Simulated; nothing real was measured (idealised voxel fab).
Process module in this document: voxel wiring stack
This is section cut - it's 190 nm across, gridded in 5 nm square cells.
Each cross-section below is a grid of square cells, stated as bands in top-down order, with one or more rows of cells making up each band. For a band, the entry starts with two heights in nm, that of the top and then that of the bottom, and carries on with the band's materials in order from left to right, each alongside its width in nm; the word "everywhere" beside a single material means it fills the band edge to edge, and "blank" means empty space. Heights are measured from 0, the level below which the as-received wafer is all one material; the lowest band has no bottom and continues downward, written as in "0 down". A width such as "30->40" changes by the same amount from each row of cells to the next, from the band's top row to its bottom row. Reading "nothing was modified" for a step: not a cell of the cross-section changed in it. In the "Voids, sealed" entry, you get each enclosed empty space of 8 cells or more, one with no open way to the top, written width x height at distance, distance from the left edge, in nm. after a step's settings: what the simulator itself notes on the step. overlay nm: how far to the right of its planned place the mask lay on this masked step (negative: to the left).

[Intended process steps]
- 1: RECEIVE: material Si
- 2: CONFORMAL_DEP: material SiO2, thk nm 10
- 3: CONFORMAL_DEP: material SiCN, thk nm 5
- 4: DIRECTIONAL_DEP: material lowk, thk nm 20
- 5: MASKED_ETCH: tone open, mask id METAL_1, width nm 25, pitch nm 40, etch materials lowk, depth nm 20, overlay nm 0
- 6: MASKED_ETCH: tone open, mask id METAL_1, width nm 25, pitch nm 40, etch materials SiCN, depth nm 5, overlay nm 0
- 7: CONFORMAL_DEP: material TiN, thk nm 5
- 8: FILL_DEP: material W, thk nm 10
- 9: CMP: height nm 35
- 10: CONFORMAL_DEP: material SiCN, thk nm 5
- 11: DIRECTIONAL_DEP: material lowk, thk nm 10
- 12: PATTERN: tone open, mask id PLUG_1, material resist, width nm 15, pitch nm 40, thk nm 20, overlay nm 0
- 13: DIRECTIONAL_ETCH: etch materials lowk, depth nm 10
- 14: DIRECTIONAL_ETCH: etch materials SiCN, depth nm 5
- 15: STRIP: etch materials resist
- 16: EPI: material Ru, thk nm 10
- 17: EPI: material Ru, thk nm 5
- 18: CONFORMAL_DEP: material SiCN, thk nm 5
- 19: DIRECTIONAL_DEP: material lowk, thk nm 15
- 20: DIRECTIONAL_DEP: material aC, thk nm 10
- 21: PATTERN: tone open, mask id METAL_2, material resist, width nm 25, pitch nm 40, thk nm 25, overlay nm 0
- 22: DIRECTIONAL_ETCH: etch materials aC, depth nm 10
- 23: STRIP: etch materials resist
- 24: DIRECTIONAL_ETCH: etch materials lowk, depth nm 15
- 25: DIRECTIONAL_ETCH: etch materials SiCN, depth nm 5
- 26: STRIP: etch materials aC
- 27: CONFORMAL_DEP: material TiN, thk nm 5
- 28: FILL_DEP: material Ru, thk nm 10
- 29: CMP: height nm 70
- 30: EPI: material Ru, thk nm 5
- 31: FILL_DEP: material SiCN, thk nm 5
- 32: DIRECTIONAL_DEP: material lowk, thk nm 30
- 33: MASKED_ETCH: tone open, mask id METAL_3, width nm 25, pitch nm 40, etch materials lowk, depth nm 20, overlay nm 0
- 34: DIRECTIONAL_DEP: material aC, thk nm 15
- 35: PATTERN: tone open, mask id METAL_3_HOLES, material resist, width nm 15, thk nm 35, overlay nm 0
- 36: DIRECTIONAL_ETCH: etch materials aC, depth nm 15
- 37: STRIP: etch materials resist
- 38: DIRECTIONAL_ETCH: etch materials lowk, depth nm 10
- 39: DIRECTIONAL_ETCH: etch materials SiCN, depth nm 5
- 40: STRIP: etch materials aC
- 41: CONFORMAL_DEP: material TiN, thk nm 5
- 42: FILL_DEP: material Ru, thk nm 5
- 43: CMP: height nm 110
- 44: CONFORMAL_DEP: material SiN, thk nm 5

[Cross-section of the wafer as it came to us, i.e., already through step 1]
    0 down: Si everywhere
    Voids, sealed: none

[Cross-sectional result after module completion. Note: starting condition and plan are unchanged from above; one processing mistake was made]
    115 to 110: SiN everywhere
    110 to 95: lowk (60) | TiN (5) | Ru (15) | TiN (5) | lowk (15) | TiN (5) | Ru (15) | TiN (5) | lowk (65)
    95 to 90: lowk (60) | TiN (5) | Ru (5) | TiN (15) | lowk (15) | TiN (25) | lowk (65)
    90 to 80: lowk (60) | TiN (5) | Ru (5) | TiN (5) | lowk (115)
    80 to 75: SiCN (60) | TiN (15) | SiCN (115)
    75 to 70: SiCN (55) | Ru (35) | SiCN (5) | Ru (35) | SiCN (60)
    70 to 55: lowk (60) | TiN (5) | Ru (15) | TiN (5) | lowk (15) | TiN (5) | Ru (15) | TiN (5) | lowk (65)
    55 to 50: SiCN (60) | TiN (25) | SiCN (15) | TiN (25) | SiCN (65)
    50 to 40: lowk (60) | Ru (15) | lowk (25) | Ru (15) | lowk (75)
    40 to 35: SiCN (60) | Ru (15) | SiCN (25) | Ru (15) | SiCN (75)
    35 to 30: W everywhere
    30 to 25: TiN (65) | W (15) | TiN (25) | W (15) | TiN (70)
    25 to 5: lowk (60) | TiN (5) | W (15) | TiN (5) | lowk (15) | TiN (5) | W (15) | TiN (5) | lowk (65)
    5 to 0: SiCN (60) | TiN (25) | SiCN (15) | TiN (25) | SiCN (65)
    0 down: Si everywhere
    Voids, sealed: none
The mistake made against the process plan was this: plan step 2 skipped
